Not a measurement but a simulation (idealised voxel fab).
Presented below is a process module, voxel ribs on slabs.
Pictured: cross-section cut, 270 nm wide, on a grid of 5 nm square cells.
When this document writes out a cross-section, it uses a grid of square cells and lists it as bands, beginning at the top and moving down, with a band standing for one or more rows of cells.
In this notation a band is specified by the heights of its top and bottom, in that order and in nm, after which its materials appear from left to right, each paired with its width in nm. The word "throughout" attached to a single material means that material fills the band from edge to edge; the word "blank" stands for empty space.
Heads up on the height convention: 0 is the point under which the incoming wafer is all one material, and the lowest band has no bottom, it just keeps going down, like "from 0 down".
Width spec "30..40" -> top row of cells at first value, bottom row at second value, equal per-row change in between.
No cell of the cross-section changed in a step that is given as "nothing got changed".
Under "Cavities, closed" you'll find the enclosed gaps, the ones with no way out to the top, that are 8 cells or bigger; each reads width x height at distance, with distance counted from the left edge, everything in nm.
after a step's settings: what the simulator itself notes on the step
Regarding "overlay nm": on a step with a mask, it is the distance the mask lay to the right of its planned place; a negative value places it to the left.

**The process steps that were planned are listed below**
1. RECEIVE [material Si]
2. DIRECTIONAL_DEP [material SiO2] [thk nm 25]
3. DIRECTIONAL_DEP [material polySi] [thk nm 15]
4. MASKED_ETCH [tone cover] [mask id RIB] [width nm 20] [etch materials polySi] [depth nm 5] [overlay nm 0]
5. MASKED_ETCH [tone cover] [mask id SLAB] [width nm 80] [etch materials polySi] [depth nm 10] [overlay nm 0]
6. FILL_DEP [material SiO2] [thk nm 15]
7. CMP [height nm 50]
8. DIRECTIONAL_DEP [material TiN] [thk nm 10]
9. DIRECTIONAL_DEP [material aC] [thk nm 10]
10. PATTERN [tone cover] [mask id HEATER] [material resist] [width nm 30] [thk nm 25] [overlay nm 0]
11. DIRECTIONAL_ETCH [etch materials aC] [depth nm 10]
12. STRIP [etch materials resist]
13. DIRECTIONAL_ETCH [etch materials TiN] [depth nm 10]
14. STRIP [etch materials aC]
15. CONFORMAL_DEP [material SiN] [thk nm 5]

**Cross-section of the incoming wafer, state after step 1**
	from 0 down  Si throughout
	Cavities, closed: none

**First wafer of two, sectioned at end of module; run went per plan**
	from 65 to 60  blank 115 / SiN 40 / blank 115
	from 60 to 55  blank 115 / SiN 5 / TiN 30 / SiN 5 / blank 115
	from 55 to 50  SiN 120 / TiN 30 / SiN 120
	from 50 to 40  SiO2 throughout
	from 40 to 35  SiO2 125 / polySi 20 / SiO2 125
	from 35 to 25  SiO2 95 / polySi 80 / SiO2 95
	from 25 to 0  SiO2 throughout
	from 0 down  Si throughout
	Cavities, closed: none

**second wafer at the end: like start, like plan, one mistake**
	from 65 to 60  blank 115 / SiN 40 / blank 115
	from 60 to 55  blank 115 / SiN 5 / TiN 30 / SiN 5 / blank 115
	from 55 to 50  SiN 120 / TiN 30 / SiN 120
	from 50 to 40  SiO2 throughout
	from 40 to 35  SiO2 95 / polySi 30 / SiO2 20 / polySi 30 / SiO2 95
	from 35 to 30  SiO2 95 / polySi 80 / SiO2 95
	from 30 to 25  polySi throughout
	from 25 to 0  SiO2 throughout
	from 0 down  Si throughout
	Cavities, closed: none
Against the plan, the run slipped here: step 4 off recipe, ran as MASKED_ETCH [tone open] [mask id RIB] [width nm 20] [etch materials polySi] [depth nm 5] [overlay nm 0]
In the final state, the cell counts of the second wafer exceed or fall short of those of the first for the following materials: SiO2: 46 fewer; polySi: 46 more
